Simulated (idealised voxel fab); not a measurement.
Process module under the name voxel wiring stack
Cross-sectional view cut (width: 195 nm; square cell size: 5 nm).
Cross-section spec: square-cell grid; bands listed top down; each band is one or more rows.
Each band's line starts with the height of the band's top and of its bottom, in nm. Then come its materials from left to right, each with its width in nm. One material with "full width" fills the band from edge to edge. "air" is empty space.
The reference from which all heights are counted is 0, the level beneath which the as-received wafer is entirely one material; the lowest band, having no lower bound, proceeds downward and is written after the example "z 0 and below".
Width spec "30..40" -> top row of cells at first value, bottom row at second value, equal per-row change in between.
Step note "nothing got changed" = no cross-section cell changed.
Listed in "Closed-off voids": every empty space of 8 or more cells without an open way to the top. Form: width x height at distance, the distance being from the left edge, all in nm.
Heads up: the bit after the settings on a step's line is the simulator's remark on that step.
A step line may carry the setting "overlay nm", which, for steps involving a mask, states the distance by which the mask lay to the right of its intended position; negative values denote displacement to the left.
The steps planned for the process are as follows:
1 RECEIVE: material Si
2 CONFORMAL_DEP: material SiO2, thk nm 10
3 CONFORMAL_DEP: material SiN, thk nm 5
4 DIRECTIONAL_DEP: material SiO2, thk nm 15
5 DIRECTIONAL_DEP: material aC, thk nm 15
6 PATTERN: tone open, mask id METAL_1, material resist, width nm 25, pitch nm 40, thk nm 35, overlay nm 0
7 DIRECTIONAL_ETCH: etch materials aC, depth nm 15
8 STRIP: etch materials resist
9 DIRECTIONAL_ETCH: etch materials SiO2, depth nm 15
10 DIRECTIONAL_ETCH: etch materials SiN, depth nm 5
11 STRIP: etch materials aC
12 CONFORMAL_DEP: material TiN, thk nm 5
13 FILL_DEP: material W, thk nm 10
14 CMP: height nm 30
15 EPI: material Ru, thk nm 5
16 FILL_DEP: material SiCN, thk nm 5
17 DIRECTIONAL_DEP: material lowk, thk nm 15
18 DIRECTIONAL_DEP: material aC, thk nm 10
19 PATTERN: tone open, mask id PLUG_1, material resist, width nm 15, pitch nm 40, thk nm 30, overlay nm 0
20 DIRECTIONAL_ETCH: etch materials aC, depth nm 10
21 STRIP: etch materials resist
22 DIRECTIONAL_ETCH: etch materials lowk, depth nm 15
23 DIRECTIONAL_ETCH: etch materials SiCN, depth nm 5
24 STRIP: etch materials aC
25 CONFORMAL_DEP: material TiN, thk nm 5
26 FILL_DEP: material W, thk nm 10
27 CMP: height nm 55
28 CONFORMAL_DEP: material SiN, thk nm 5
29 DIRECTIONAL_DEP: material SiO2, thk nm 20
30 MASKED_ETCH: tone open, mask id METAL_2, width nm 25, pitch nm 40, etch materials SiO2, depth nm 20, overlay nm 0
31 MASKED_ETCH: tone open, mask id METAL_2, width nm 25, pitch nm 40, etch materials SiN, depth nm 5, overlay nm 0
32 CONFORMAL_DEP: material TiN, thk nm 5
33 FILL_DEP: material Cu, thk nm 5
34 CMP: height nm 80
35 CONFORMAL_DEP: material SiCN, thk nm 5
36 DIRECTIONAL_DEP: material SiO2, thk nm 20
37 DIRECTIONAL_DEP: material aC, thk nm 15
38 PATTERN: tone open, mask id PLUG_2, material resist, width nm 15, pitch nm 40, thk nm 30, overlay nm 0
39 DIRECTIONAL_ETCH: etch materials aC, depth nm 15
40 STRIP: etch materials resist
41 DIRECTIONAL_ETCH: etch materials SiO2, depth nm 20
42 DIRECTIONAL_ETCH: etch materials SiCN, depth nm 5
43 STRIP: etch materials aC
44 CONFORMAL_DEP: material TiN, thk nm 5
45 FILL_DEP: material W, thk nm 10
46 CMP: height nm 105
47 DIRECTIONAL_DEP: material TiN, thk nm 5
48 DIRECTIONAL_DEP: material W, thk nm 25
49 PATTERN: tone cover, mask id METAL_3, material resist, width nm 25, pitch nm 40, thk nm 20, overlay nm 0
50 DIRECTIONAL_ETCH: etch materials W, depth nm 25
51 DIRECTIONAL_ETCH: etch materials TiN, depth nm 5
52 STRIP: etch materials resist
53 FILL_DEP: material lowk, thk nm 5
54 CMP: height nm 135
55 CONFORMAL_DEP: material SiN, thk nm 5
Cross-section: wafer on arrival = after step 1:
	z 0 and below = Si full width
	Closed-off voids: none
Final wafer profile in cross-section after the module, from the same start and plan as above, with one mistake made during processing:
	z 140 to 135 = SiN full width
	z 135 to 110 = 45 nm lowk, then 25 nm W, then 15 nm lowk, then 25 nm W, then 15 nm lowk, then 25 nm W, then 45 nm lowk
	z 110 to 105 = 45 nm lowk, then 25 nm TiN, then 15 nm lowk, then 25 nm TiN, then 15 nm lowk, then 25 nm TiN, then 45 nm lowk
	z 105 to 85 = 45 nm SiO2, then 5 nm TiN, then 5 nm W, then 5 nm TiN, then 25 nm SiO2, then 5 nm TiN, then 5 nm W, then 5 nm TiN, then 25 nm SiO2, then 5 nm TiN, then 5 nm W, then 5 nm TiN, then 55 nm SiO2
	z 85 to 80 = 45 nm SiCN, then 15 nm TiN, then 25 nm SiCN, then 15 nm TiN, then 25 nm SiCN, then 15 nm TiN, then 55 nm SiCN
	z 80 to 65 = 45 nm SiO2, then 5 nm TiN, then 15 nm Cu, then 5 nm TiN, then 15 nm SiO2, then 5 nm TiN, then 15 nm Cu, then 5 nm TiN, then 15 nm SiO2, then 5 nm TiN, then 15 nm Cu, then 5 nm TiN, then 45 nm SiO2
	z 65 to 60 = 45 nm SiN, then 25 nm TiN, then 15 nm SiN, then 25 nm TiN, then 15 nm SiN, then 25 nm TiN, then 45 nm SiN
	z 60 to 55 = 50 nm TiN, then 5 nm W, then 35 nm TiN, then 5 nm W, then 35 nm TiN, then 5 nm W, then 60 nm TiN
	z 55 to 40 = 45 nm lowk, then 5 nm TiN, then 5 nm W, then 5 nm TiN, then 25 nm lowk, then 5 nm TiN, then 5 nm W, then 5 nm TiN, then 25 nm lowk, then 5 nm TiN, then 5 nm W, then 5 nm TiN, then 55 nm lowk
	z 40 to 35 = 45 nm SiCN, then 15 nm TiN, then 25 nm SiCN, then 15 nm TiN, then 25 nm SiCN, then 15 nm TiN, then 55 nm SiCN
	z 35 to 30 = 40 nm SiCN, then 35 nm Ru, then 5 nm SiCN, then 35 nm Ru, then 5 nm SiCN, then 35 nm Ru, then 40 nm SiCN
	z 30 to 15 = 45 nm SiO2, then 5 nm TiN, then 15 nm W, then 5 nm TiN, then 15 nm SiO2, then 5 nm TiN, then 15 nm W, then 5 nm TiN, then 15 nm SiO2, then 5 nm TiN, then 15 nm W, then 5 nm TiN, then 45 nm SiO2
	z 15 to 10 = 45 nm SiN, then 25 nm TiN, then 15 nm SiN, then 25 nm TiN, then 15 nm SiN, then 25 nm TiN, then 45 nm SiN
	z 10 to 0 = SiO2 full width
	z 0 and below = Si full width
	Closed-off voids: none
Want to know what went wrong? in deviation from the planned setting, step 27 was conducted as CMP: height nm 60
